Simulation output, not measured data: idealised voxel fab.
Process module heading - voxel air gaps
Cross-sectional view cut (width: 220 nm; square cell size: 5 nm).
A cross-section is written here as square cells arranged in a grid, and it is given in bands from the top down, each band taking up one or more rows of cells. Read a band's entry like this: the first values are the height of its top and the height of its bottom in nm, and what follows is the sequence of materials from left to right, each with its width in nm. Note that "blank" is empty space, and that a single material marked "edge to edge" reaches across the band from edge to edge. Beneath 0, the wafer as received is one material, and that level is where height counting begins. The lowest band goes on downward without a bottom; it is written like "0 and below". So if you see something like "30->40" for the width, read it as the top row of the band sitting at the first number and the bottom row at the second, with every row in between moving by the same amount as the last. It should be understood that the words "no modifications", when stated for a given step, signify that the cross-section underwent no change in any of its cells during that step. Each empty space that has no open way to the top and spans at least 8 cells appears under "Sealed void list" as width x height at distance, the distance counted from the left edge, all in nm. Note: text after step settings on the step line = simulator remark on that step. A step line may carry the setting "overlay nm", which, for steps involving a mask, states the distance by which the mask lay to the right of its intended position; negative values denote displacement to the left.

The planned process steps are enumerated hereunder:
step 1: RECEIVE: material Si
step 2: CONFORMAL_DEP: material SiO2, thk nm 15
step 3: CONFORMAL_DEP: material SiCN, thk nm 5
step 4: DIRECTIONAL_DEP: material SiO2, thk nm 30
step 5: DIRECTIONAL_DEP: material aC, thk nm 10
step 6: PATTERN: tone open, mask id LINES, material resist, width nm 20, pitch nm 45, thk nm 30, overlay nm 0
step 7: DIRECTIONAL_ETCH: etch materials aC, depth nm 10
step 8: STRIP: etch materials resist
step 9: DIRECTIONAL_ETCH: etch materials SiO2, depth nm 30
step 10: STRIP: etch materials aC
step 11: CONFORMAL_DEP: material TiN, thk nm 5
step 12: FILL_DEP: material W, thk nm 10
step 13: CMP: height nm 50
step 14: EPI: material Ru, thk nm 10
step 15: SELECTIVE_ETCH: etch materials SiO2, depth nm 40
step 16: CONFORMAL_DEP: material SiCN, thk nm 5

First wafer out of two, processed as planned:

Here's what the wafer looked like in cross-section when it arrived - that's after step 1:
    0 and below | Si edge to edge
    Sealed void list: none

Upon completion of step 2, the wafer appears in cross-section as shown:
    15 down to 0 | SiO2 edge to edge
    Under the height 0 nothing was changed.

Upon completion of step 3, the wafer appears in cross-section as shown:
    20 down to 15 | SiCN edge to edge
    Under the height 15 nothing was changed.

Upon completion of step 4, the wafer appears in cross-section as shown:
    50 down to 20 | SiO2 edge to edge
    Under the height 20 nothing was changed.

Upon completion of step 5, the wafer appears in cross-section as shown:
    60 down to 50 | aC edge to edge
    Under the height 50 nothing was changed.

Upon completion of step 6, the wafer appears in cross-section as shown:
    90 down to 60 | resist=30, blank=20, resist=25, blank=20, resist=25, blank=20, resist=25, blank=20, resist=35
    Under the height 60 nothing was changed.

Upon completion of step 7, the wafer appears in cross-section as shown:
    80 down to 60 | resist=30, blank=20, resist=25, blank=20, resist=25, blank=20, resist=25, blank=20, resist=35
    60 down to 50 | aC=30, blank=20, aC=25, blank=20, aC=25, blank=20, aC=25, blank=20, aC=35
    Under the height 50 nothing was changed.

Upon completion of step 8, the wafer appears in cross-section as shown:
    60 down to 50 | aC=30, blank=20, aC=25, blank=20, aC=25, blank=20, aC=25, blank=20, aC=35
    Under the height 50 nothing was changed.

Upon completion of step 9, the wafer appears in cross-section as shown:
    60 down to 50 | aC=30, blank=20, aC=25, blank=20, aC=25, blank=20, aC=25, blank=20, aC=35
    50 down to 20 | SiO2=30, blank=20, SiO2=25, blank=20, SiO2=25, blank=20, SiO2=25, blank=20, SiO2=35
    Under the height 20 nothing was changed.

Upon completion of step 10, the wafer appears in cross-section as shown:
    50 down to 20 | SiO2=30, blank=20, SiO2=25, blank=20, SiO2=25, blank=20, SiO2=25, blank=20, SiO2=35
    Under the height 20 nothing was changed.

Upon completion of step 11, the wafer appears in cross-section as shown:
    55 down to 50 | TiN=35, blank=10, TiN=35, blank=10, TiN=35, blank=10, TiN=35, blank=10, TiN=40
    50 down to 25 | SiO2=30, TiN=5, blank=10, TiN=5, SiO2=25, TiN=5, blank=10, TiN=5, SiO2=25, TiN=5, blank=10, TiN=5, SiO2=25, TiN=5, blank=10, TiN=5, SiO2=35
    25 down to 20 | SiO2=30, TiN=20, SiO2=25, TiN=20, SiO2=25, TiN=20, SiO2=25, TiN=20, SiO2=35
    Under the height 20 nothing was changed.

Upon completion of step 12, the wafer appears in cross-section as shown:
    65 down to 55 | W edge to edge
    55 down to 50 | TiN=35, W=10, TiN=35, W=10, TiN=35, W=10, TiN=35, W=10, TiN=40
    50 down to 25 | SiO2=30, TiN=5, W=10, TiN=5, SiO2=25, TiN=5, W=10, TiN=5, SiO2=25, TiN=5, W=10, TiN=5, SiO2=25, TiN=5, W=10, TiN=5, SiO2=35
    Under the height 25 nothing was changed.

Upon completion of step 13, the wafer appears in cross-section as shown:
    50 down to 25 | SiO2=30, TiN=5, W=10, TiN=5, SiO2=25, TiN=5, W=10, TiN=5, SiO2=25, TiN=5, W=10, TiN=5, SiO2=25, TiN=5, W=10, TiN=5, SiO2=35
    Under the height 25 nothing was changed.

Upon completion of step 14, the wafer appears in cross-section as shown:
    60 down to 50 | blank=20, Ru=40, blank=5, Ru=40, blank=5, Ru=40, blank=5, Ru=40, blank=25
    Under the height 50 nothing was changed.

Upon completion of step 15, the wafer appears in cross-section as shown:
    60 down to 50 | blank=20, Ru=40, blank=5, Ru=40, blank=5, Ru=40, blank=5, Ru=40, blank=25
    50 down to 25 | blank=30, TiN=5, W=10, TiN=5, blank=25, TiN=5, W=10, TiN=5, blank=25, TiN=5, W=10, TiN=5, blank=25, TiN=5, W=10, TiN=5, blank=35
    25 down to 20 | blank=30, TiN=20, blank=25, TiN=20, blank=25, TiN=20, blank=25, TiN=20, blank=35
    Under the height 20 nothing was changed.

Upon completion of step 16, the wafer appears in cross-section as shown:
    65 down to 60 | blank=15, SiCN=185, blank=20
    60 down to 50 | blank=15, SiCN=5, Ru=40, SiCN=5, Ru=40, SiCN=5, Ru=40, SiCN=5, Ru=40, SiCN=5, blank=20
    50 down to 45 | blank=15, SiCN=15, TiN=5, W=10, TiN=5, SiCN=25, TiN=5, W=10, TiN=5, SiCN=25, TiN=5, W=10, TiN=5, SiCN=25, TiN=5, W=10, TiN=5, SiCN=15, blank=20
    45 down to 25 | blank=25, SiCN=5, TiN=5, W=10, TiN=5, SiCN=5, blank=15, SiCN=5, TiN=5, W=10, TiN=5, SiCN=5, blank=15, SiCN=5, TiN=5, W=10, TiN=5, SiCN=5, blank=15, SiCN=5, TiN=5, W=10, TiN=5, SiCN=5, blank=30
    25 down to 20 | SiCN=30, TiN=20, SiCN=25, TiN=20, SiCN=25, TiN=20, SiCN=25, TiN=20, SiCN=35
    Under the height 20 nothing was changed.
    Sealed void list: 15 x 20 at 55; 15 x 20 at 100; 15 x 20 at 145

Second wafer: same start and same plan as the first, one execution error; identical to the first through step 5:

Second wafer, sectioned view, at step 6's planned end time:
    90 down to 60 | blank=30, resist=20, blank=25, resist=20, blank=25, resist=20, blank=25, resist=20, blank=35
    Under the height 60 nothing was changed.

Second wafer, sectioned view, at step 7's planned end time:
    80 down to 60 | blank=30, resist=20, blank=25, resist=20, blank=25, resist=20, blank=25, resist=20, blank=35
    60 down to 50 | blank=30, aC=20, blank=25, aC=20, blank=25, aC=20, blank=25, aC=20, blank=35
    Under the height 50 nothing was changed.

Second wafer, sectioned view, at step 8's planned end time:
    60 down to 50 | blank=30, aC=20, blank=25, aC=20, blank=25, aC=20, blank=25, aC=20, blank=35
    Under the height 50 nothing was changed.

Second wafer, sectioned view, at step 9's planned end time:
    60 down to 50 | blank=30, aC=20, blank=25, aC=20, blank=25, aC=20, blank=25, aC=20, blank=35
    50 down to 20 | blank=30, SiO2=20, blank=25, SiO2=20, blank=25, SiO2=20, blank=25, SiO2=20, blank=35
    Under the height 20 nothing was changed.

Second wafer, sectioned view, at step 10's planned end time:
    50 down to 20 | blank=30, SiO2=20, blank=25, SiO2=20, blank=25, SiO2=20, blank=25, SiO2=20, blank=35
    Under the height 20 nothing was changed.

Second wafer, sectioned view, at step 11's planned end time:
    55 down to 50 | blank=25, TiN=30, blank=15, TiN=30, blank=15, TiN=30, blank=15, TiN=30, blank=30
    50 down to 25 | blank=25, TiN=5, SiO2=20, TiN=5, blank=15, TiN=5, SiO2=20, TiN=5, blank=15, TiN=5, SiO2=20, TiN=5, blank=15, TiN=5, SiO2=20, TiN=5, blank=30
    25 down to 20 | TiN=30, SiO2=20, TiN=25, SiO2=20, TiN=25, SiO2=20, TiN=25, SiO2=20, TiN=35
    Under the height 20 nothing was changed.

Second wafer, sectioned view, at step 12's planned end time:
    65 down to 55 | W edge to edge
    55 down to 50 | W=25, TiN=30, W=15, TiN=30, W=15, TiN=30, W=15, TiN=30, W=30
    50 down to 25 | W=25, TiN=5, SiO2=20, TiN=5, W=15, TiN=5, SiO2=20, TiN=5, W=15, TiN=5, SiO2=20, TiN=5, W=15, TiN=5, SiO2=20, TiN=5, W=30
    Under the height 25 nothing was changed.

Second wafer, sectioned view, at step 13's planned end time:
    50 down to 25 | W=25, TiN=5, SiO2=20, TiN=5, W=15, TiN=5, SiO2=20, TiN=5, W=15, TiN=5, SiO2=20, TiN=5, W=15, TiN=5, SiO2=20, TiN=5, W=30
    Under the height 25 nothing was changed.

Second wafer, sectioned view, at step 14's planned end time:
    60 down to 50 | Ru edge to edge
    Under the height 50 nothing was changed.

Second wafer, sectioned view, at step 15's planned end time: no modifications

Second wafer, sectioned view, at step 16's planned end time:
    65 down to 60 | SiCN edge to edge
    Under the height 60 nothing was changed.
what went wrong: step 6: run off-plan, actual operation and settings PATTERN: tone cover, mask id LINES, material resist, width nm 20, pitch nm 45, thk nm 30, overlay nm 0
End of process, cell counts, second wafer against first, materials with more or fewer: Ru: 24 more | SiCN: 84 fewer | SiO2: 96 more | TiN: 12 more | W: 60 more
Closed voids, final: 3 / 0 (first wafer / second wafer).
